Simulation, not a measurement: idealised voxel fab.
You're looking at the process module voxel wiring stack.
Section shown: cut. Width: 150 nm. Cell size: 5 nm, square.
Bands, listed from the top down, are how a cross-section gets written in this document; the cross-section itself is a grid of square cells, and a band is one or more rows of them.
Basically the band line says how high the top is and how high the bottom is, in nm, and then what's in it from left to right, every material with its width in nm. Empty space shows up as "air", and if a single material carries "throughout" it runs the full band edge to edge.
Height datum 0, below which the as-received substrate wafer is one material. Lowest band open at the bottom, running downward: "z 0 and below".
Graded width ("30..40"): value in top row of band = first number; value in bottom row = second number; row-to-row change constant.
"nothing different" (step): cross-section cells unchanged, all of them.
"Closed cavity list": empty spaces of 8 cells or more with no open way to the top, each given as width x height at distance, distance from the left edge, all in nm.
Note: text after step settings on the step line = simulator remark on that step.
overlay nm: step with mask; distance mask lay right of planned place; negative value = left of planned place.
Planned process steps
1. RECEIVE: material Si
2. CONFORMAL_DEP: material SiO2, thk nm 10
3. DIRECTIONAL_DEP: material TiN, thk nm 5
4. DIRECTIONAL_DEP: material W, thk nm 20
5. DIRECTIONAL_DEP: material aC, thk nm 15
6. PATTERN: tone cover, mask id METAL_1, material resist, width nm 30, pitch nm 50, thk nm 30, overlay nm 0
7. DIRECTIONAL_ETCH: etch materials aC, depth nm 15
8. STRIP: etch materials resist
9. DIRECTIONAL_ETCH: etch materials W, depth nm 20
10. DIRECTIONAL_ETCH: etch materials TiN, depth nm 5
11. STRIP: etch materials aC
12. CONFORMAL_DEP: material SiCN, thk nm 5
13. FILL_DEP: material SiO2, thk nm 5
14. CMP: height nm 35
15. CONFORMAL_DEP: material SiCN, thk nm 5
16. DIRECTIONAL_DEP: material lowk, thk nm 20
17. MASKED_ETCH: tone open, mask id PLUG_1, width nm 15, etch materials lowk, depth nm 20, overlay nm 0
18. MASKED_ETCH: tone open, mask id PLUG_1, width nm 15, etch materials SiCN, depth nm 5, overlay nm 0
19. CONFORMAL_DEP: material TiN, thk nm 5
20. FILL_DEP: material Cu, thk nm 5
21. CMP: height nm 60
22. CONFORMAL_DEP: material SiCN, thk nm 5
23. DIRECTIONAL_DEP: material lowk, thk nm 20
24. MASKED_ETCH: tone open, mask id METAL_2, width nm 30, pitch nm 50, etch materials lowk, depth nm 20, overlay nm 0
25. MASKED_ETCH: tone open, mask id METAL_2, width nm 30, pitch nm 50, etch materials SiCN, depth nm 5, overlay nm 0
26. CONFORMAL_DEP: material TiN, thk nm 5
27. FILL_DEP: material Ru, thk nm 5
28. CMP: height nm 85
29. CONFORMAL_DEP: material SiCN, thk nm 5
30. DIRECTIONAL_DEP: material SiO2, thk nm 10
31. PATTERN: tone open, mask id PLUG_2, material resist, width nm 15, pitch nm 50, thk nm 20, overlay nm 0
32. DIRECTIONAL_ETCH: etch materials SiO2, depth nm 10
33. DIRECTIONAL_ETCH: etch materials SiCN, depth nm 5
34. STRIP: etch materials resist
35. CONFORMAL_DEP: material TiN, thk nm 5
36. FILL_DEP: material Ru, thk nm 10
37. CMP: height nm 100
38. CONFORMAL_DEP: material SiN, thk nm 5
39. DIRECTIONAL_DEP: material SiO2, thk nm 25
40. PATTERN: tone open, mask id METAL_3, material resist, width nm 30, pitch nm 50, thk nm 20, overlay nm 0
41. DIRECTIONAL_ETCH: etch materials SiO2, depth nm 25
42. DIRECTIONAL_ETCH: etch materials SiN, depth nm 5
43. STRIP: etch materials resist
44. CONFORMAL_DEP: material TiN, thk nm 5
45. FILL_DEP: material Cu, thk nm 5
46. CMP: height nm 130
47. CONFORMAL_DEP: material SiCN, thk nm 5
first wafer, as planned
Cross-sectional view of the wafer in its as-received condition, corresponding to the state after step 1
z 0 and below: Si throughout
Closed cavity list: none
Cross-section: wafer state after step 2
z 10 to 0: SiO2 throughout
Under the height 0 nothing was changed.
Cross-section: wafer state after step 3
z 15 to 10: TiN throughout
Under the height 10 nothing was changed.
Cross-section: wafer state after step 4
z 35 to 15: W throughout
Under the height 15 nothing was changed.
Cross-section: wafer state after step 5
z 50 to 35: aC throughout
Under the height 35 nothing was changed.
Cross-section: wafer state after step 6
z 80 to 50: air=35, resist=30, air=20, resist=30, air=35
Under the height 50 nothing was changed.
Cross-section: wafer state after step 7
z 65 to 50: air=35, resist=30, air=20, resist=30, air=35
z 50 to 35: air=35, aC=30, air=20, aC=30, air=35
Under the height 35 nothing was changed.
Cross-section: wafer state after step 8
z 50 to 35: air=35, aC=30, air=20, aC=30, air=35
Under the height 35 nothing was changed.
Cross-section: wafer state after step 9
z 50 to 35: air=35, aC=30, air=20, aC=30, air=35
z 35 to 15: air=35, W=30, air=20, W=30, air=35
Under the height 15 nothing was changed.
Cross-section: wafer state after step 10
z 50 to 35: air=35, aC=30, air=20, aC=30, air=35
z 35 to 15: air=35, W=30, air=20, W=30, air=35
z 15 to 10: air=35, TiN=30, air=20, TiN=30, air=35
Under the height 10 nothing was changed.
Cross-section: wafer state after step 11
z 35 to 15: air=35, W=30, air=20, W=30, air=35
Under the height 15 nothing was changed.
Cross-section: wafer state after step 12
z 40 to 35: air=30, SiCN=40, air=10, SiCN=40, air=30
z 35 to 15: air=30, SiCN=5, W=30, SiCN=5, air=10, SiCN=5, W=30, SiCN=5, air=30
z 15 to 10: SiCN=35, TiN=30, SiCN=20, TiN=30, SiCN=35
Under the height 10 nothing was changed.
Cross-section: wafer state after step 13
z 45 to 40: SiO2 throughout
z 40 to 35: SiO2=30, SiCN=40, SiO2=10, SiCN=40, SiO2=30
z 35 to 15: SiO2=30, SiCN=5, W=30, SiCN=5, SiO2=10, SiCN=5, W=30, SiCN=5, SiO2=30
Under the height 15 nothing was changed.
Cross-section: wafer state after step 14
z 35 to 15: SiO2=30, SiCN=5, W=30, SiCN=5, SiO2=10, SiCN=5, W=30, SiCN=5, SiO2=30
Under the height 15 nothing was changed.
Cross-section: wafer state after step 15
z 40 to 35: SiCN throughout
Under the height 35 nothing was changed.
Cross-section: wafer state after step 16
z 60 to 40: lowk throughout
Under the height 40 nothing was changed.
Cross-section: wafer state after step 17
z 60 to 40: lowk=35, air=15, lowk=100
Under the height 40 nothing was changed.
Cross-section: wafer state after step 18
z 60 to 40: lowk=35, air=15, lowk=100
z 40 to 35: SiCN=35, air=15, SiCN=100
Under the height 35 nothing was changed.
Cross-section: wafer state after step 19
z 65 to 60: TiN=40, air=5, TiN=105
z 60 to 40: lowk=35, TiN=5, air=5, TiN=5, lowk=100
z 40 to 35: SiCN=35, TiN=15, SiCN=100
Under the height 35 nothing was changed.
Cross-section: wafer state after step 20
z 70 to 65: Cu throughout
z 65 to 60: TiN=40, Cu=5, TiN=105
z 60 to 40: lowk=35, TiN=5, Cu=5, TiN=5, lowk=100
Under the height 40 nothing was changed.
Cross-section: wafer state after step 21
z 60 to 40: lowk=35, TiN=5, Cu=5, TiN=5, lowk=100
Under the height 40 nothing was changed.
Cross-section: wafer state after step 22
z 65 to 60: SiCN throughout
Under the height 60 nothing was changed.
Cross-section: wafer state after step 23
z 85 to 65: lowk throughout
Under the height 65 nothing was changed.
Cross-section: wafer state after step 24
z 85 to 65: lowk=35, air=30, lowk=20, air=30, lowk=35
Under the height 65 nothing was changed.
Cross-section: wafer state after step 25
z 85 to 65: lowk=35, air=30, lowk=20, air=30, lowk=35
z 65 to 60: SiCN=35, air=30, SiCN=20, air=30, SiCN=35
Under the height 60 nothing was changed.
Cross-section: wafer state after step 26
z 90 to 85: TiN=40, air=20, TiN=30, air=20, TiN=40
z 85 to 65: lowk=35, TiN=5, air=20, TiN=5, lowk=20, TiN=5, air=20, TiN=5, lowk=35
z 65 to 60: SiCN=35, TiN=30, SiCN=20, TiN=30, SiCN=35
Under the height 60 nothing was changed.
Cross-section: wafer state after step 27
z 95 to 90: Ru throughout
z 90 to 85: TiN=40, Ru=20, TiN=30, Ru=20, TiN=40
z 85 to 65: lowk=35, TiN=5, Ru=20, TiN=5, lowk=20, TiN=5, Ru=20, TiN=5, lowk=35
Under the height 65 nothing was changed.
Cross-section: wafer state after step 28
z 85 to 65: lowk=35, TiN=5, Ru=20, TiN=5, lowk=20, TiN=5, Ru=20, TiN=5, lowk=35
Under the height 65 nothing was changed.
Cross-section: wafer state after step 29
z 90 to 85: SiCN throughout
Under the height 85 nothing was changed.
Cross-section: wafer state after step 30
z 100 to 90: SiO2 throughout
Under the height 90 nothing was changed.
Cross-section: wafer state after step 31
z 120 to 100: resist=35, air=15, resist=35, air=15, resist=50
Under the height 100 nothing was changed.
Cross-section: wafer state after step 32
z 120 to 100: resist=35, air=15, resist=35, air=15, resist=50
z 100 to 90: SiO2=35, air=15, SiO2=35, air=15, SiO2=50
Under the height 90 nothing was changed.
Cross-section: wafer state after step 33
z 120 to 100: resist=35, air=15, resist=35, air=15, resist=50
z 100 to 90: SiO2=35, air=15, SiO2=35, air=15, SiO2=50
z 90 to 85: SiCN=35, air=15, SiCN=35, air=15, SiCN=50
Under the height 85 nothing was changed.
Cross-section: wafer state after step 34
z 100 to 90: SiO2=35, air=15, SiO2=35, air=15, SiO2=50
Under the height 90 nothing was changed.
Cross-section: wafer state after step 35
z 105 to 100: TiN=40, air=5, TiN=45, air=5, TiN=55
z 100 to 90: SiO2=35, TiN=5, air=5, TiN=5, SiO2=35, TiN=5, air=5, TiN=5, SiO2=50
z 90 to 85: SiCN=35, TiN=15, SiCN=35, TiN=15, SiCN=50
Under the height 85 nothing was changed.
Cross-section: wafer state after step 36
z 115 to 105: Ru throughout
z 105 to 100: TiN=40, Ru=5, TiN=45, Ru=5, TiN=55
z 100 to 90: SiO2=35, TiN=5, Ru=5, TiN=5, SiO2=35, TiN=5, Ru=5, TiN=5, SiO2=50
Under the height 90 nothing was changed.
Cross-section: wafer state after step 37
z 100 to 90: SiO2=35, TiN=5, Ru=5, TiN=5, SiO2=35, TiN=5, Ru=5, TiN=5, SiO2=50
Under the height 90 nothing was changed.
Cross-section: wafer state after step 38
z 105 to 100: SiN throughout
Under the height 100 nothing was changed.
Cross-section: wafer state after step 39
z 130 to 105: SiO2 throughout
Under the height 105 nothing was changed.
Cross-section: wafer state after step 40
z 150 to 130: resist=35, air=30, resist=20, air=30, resist=35
Under the height 130 nothing was changed.
Cross-section: wafer state after step 41
z 150 to 130: resist=35, air=30, resist=20, air=30, resist=35
z 130 to 105: SiO2=35, air=30, SiO2=20, air=30, SiO2=35
Under the height 105 nothing was changed.
Cross-section: wafer state after step 42
z 150 to 130: resist=35, air=30, resist=20, air=30, resist=35
z 130 to 105: SiO2=35, air=30, SiO2=20, air=30, SiO2=35
z 105 to 100: SiN=35, air=30, SiN=20, air=30, SiN=35
Under the height 100 nothing was changed.
Cross-section: wafer state after step 43
z 130 to 105: SiO2=35, air=30, SiO2=20, air=30, SiO2=35
Under the height 105 nothing was changed.
Cross-section: wafer state after step 44
z 135 to 130: TiN=40, air=20, TiN=30, air=20, TiN=40
z 130 to 105: SiO2=35, TiN=5, air=20, TiN=5, SiO2=20, TiN=5, air=20, TiN=5, SiO2=35
z 105 to 100: SiN=35, TiN=30, SiN=20, TiN=30, SiN=35
Under the height 100 nothing was changed.
Cross-section: wafer state after step 45
z 140 to 135: Cu throughout
z 135 to 130: TiN=40, Cu=20, TiN=30, Cu=20, TiN=40
z 130 to 105: SiO2=35, TiN=5, Cu=20, TiN=5, SiO2=20, TiN=5, Cu=20, TiN=5, SiO2=35
Under the height 105 nothing was changed.
Cross-section: wafer state after step 46
z 130 to 105: SiO2=35, TiN=5, Cu=20, TiN=5, SiO2=20, TiN=5, Cu=20, TiN=5, SiO2=35
Under the height 105 nothing was changed.
Cross-section: wafer state after step 47
z 135 to 130: SiCN throughout
Under the height 130 nothing was changed.
The remaining wafer, second of the two, started like the first and was run to the same plan, except that one mistake was made along the way; the two coincide through step 21, inclusive
Cross-section of the second wafer corresponding to the planned conclusion of step 22
z 80 to 60: lowk throughout
Under the height 60 nothing was changed.
Cross-section of the second wafer corresponding to the planned conclusion of step 23
z 85 to 80: SiCN throughout
Under the height 80 nothing was changed.
Cross-section of the second wafer corresponding to the planned conclusion of step 24: nothing different
Cross-section of the second wafer corresponding to the planned conclusion of step 25
z 85 to 80: SiCN=35, air=30, SiCN=20, air=30, SiCN=35
Under the height 80 nothing was changed.
Cross-section of the second wafer corresponding to the planned conclusion of step 26
z 90 to 85: TiN=40, air=20, TiN=30, air=20, TiN=40
z 85 to 80: SiCN=35, TiN=30, SiCN=20, TiN=30, SiCN=35
Under the height 80 nothing was changed.
Cross-section of the second wafer corresponding to the planned conclusion of step 27
z 95 to 90: Ru throughout
z 90 to 85: TiN=40, Ru=20, TiN=30, Ru=20, TiN=40
Under the height 85 nothing was changed.
Cross-section of the second wafer corresponding to the planned conclusion of step 28
z 85 to 80: SiCN=35, TiN=30, SiCN=20, TiN=30, SiCN=35
Under the height 80 nothing was changed.
Cross-section of the second wafer corresponding to the planned conclusion of step 29
z 90 to 85: SiCN throughout
Under the height 85 nothing was changed.
Cross-section of the second wafer corresponding to the planned conclusion of step 30
z 100 to 90: SiO2 throughout
Under the height 90 nothing was changed.
Cross-section of the second wafer corresponding to the planned conclusion of step 31
z 120 to 100: resist=35, air=15, resist=35, air=15, resist=50
Under the height 100 nothing was changed.
Cross-section of the second wafer corresponding to the planned conclusion of step 32
z 120 to 100: resist=35, air=15, resist=35, air=15, resist=50
z 100 to 90: SiO2=35, air=15, SiO2=35, air=15, SiO2=50
Under the height 90 nothing was changed.
Cross-section of the second wafer corresponding to the planned conclusion of step 33
z 120 to 100: resist=35, air=15, resist=35, air=15, resist=50
z 100 to 90: SiO2=35, air=15, SiO2=35, air=15, SiO2=50
z 90 to 85: SiCN=35, air=15, SiCN=35, air=15, SiCN=50
Under the height 85 nothing was changed.
Cross-section of the second wafer corresponding to the planned conclusion of step 34
z 100 to 90: SiO2=35, air=15, SiO2=35, air=15, SiO2=50
Under the height 90 nothing was changed.
Cross-section of the second wafer corresponding to the planned conclusion of step 35
z 105 to 100: TiN=40, air=5, TiN=45, air=5, TiN=55
z 100 to 90: SiO2=35, TiN=5, air=5, TiN=5, SiO2=35, TiN=5, air=5, TiN=5, SiO2=50
z 90 to 80: SiCN=35, TiN=15..30, SiCN=35..20, TiN=15..30, SiCN=50..35
Under the height 80 nothing was changed.
Cross-section of the second wafer corresponding to the planned conclusion of step 36
z 115 to 105: Ru throughout
z 105 to 100: TiN=40, Ru=5, TiN=45, Ru=5, TiN=55
z 100 to 90: SiO2=35, TiN=5, Ru=5, TiN=5, SiO2=35, TiN=5, Ru=5, TiN=5, SiO2=50
Under the height 90 nothing was changed.
Cross-section of the second wafer corresponding to the planned conclusion of step 37
z 100 to 90: SiO2=35, TiN=5, Ru=5, TiN=5, SiO2=35, TiN=5, Ru=5, TiN=5, SiO2=50
Under the height 90 nothing was changed.
Cross-section of the second wafer corresponding to the planned conclusion of step 38
z 105 to 100: SiN throughout
Under the height 100 nothing was changed.
Cross-section of the second wafer corresponding to the planned conclusion of step 39
z 130 to 105: SiO2 throughout
Under the height 105 nothing was changed.
Cross-section of the second wafer corresponding to the planned conclusion of step 40
z 150 to 130: resist=35, air=30, resist=20, air=30, resist=35
Under the height 130 nothing was changed.
Cross-section of the second wafer corresponding to the planned conclusion of step 41
z 150 to 130: resist=35, air=30, resist=20, air=30, resist=35
z 130 to 105: SiO2=35, air=30, SiO2=20, air=30, SiO2=35
Under the height 105 nothing was changed.
Cross-section of the second wafer corresponding to the planned conclusion of step 42
z 150 to 130: resist=35, air=30, resist=20, air=30, resist=35
z 130 to 105: SiO2=35, air=30, SiO2=20, air=30, SiO2=35
z 105 to 100: SiN=35, air=30, SiN=20, air=30, SiN=35
Under the height 100 nothing was changed.
Cross-section of the second wafer corresponding to the planned conclusion of step 43
z 130 to 105: SiO2=35, air=30, SiO2=20, air=30, SiO2=35
Under the height 105 nothing was changed.
Cross-section of the second wafer corresponding to the planned conclusion of step 44
z 135 to 130: TiN=40, air=20, TiN=30, air=20, TiN=40
z 130 to 105: SiO2=35, TiN=5, air=20, TiN=5, SiO2=20, TiN=5, air=20, TiN=5, SiO2=35
z 105 to 100: SiN=35, TiN=30, SiN=20, TiN=30, SiN=35
Under the height 100 nothing was changed.
Cross-section of the second wafer corresponding to the planned conclusion of step 45
z 140 to 135: Cu throughout
z 135 to 130: TiN=40, Cu=20, TiN=30, Cu=20, TiN=40
z 130 to 105: SiO2=35, TiN=5, Cu=20, TiN=5, SiO2=20, TiN=5, Cu=20, TiN=5, SiO2=35
Under the height 105 nothing was changed.
Cross-section of the second wafer corresponding to the planned conclusion of step 46
z 130 to 105: SiO2=35, TiN=5, Cu=20, TiN=5, SiO2=20, TiN=5, Cu=20, TiN=5, SiO2=35
Under the height 105 nothing was changed.
Cross-section of the second wafer corresponding to the planned conclusion of step 47
z 135 to 130: SiCN throughout
Under the height 130 nothing was changed.
The mistake made against the process plan was this: steps 22 and 23: order swapped relative to plan
FYI, end of process, the second wafer has more or fewer cells of some materials than the first: -32 Ru; -16 TiN; +48 lowk
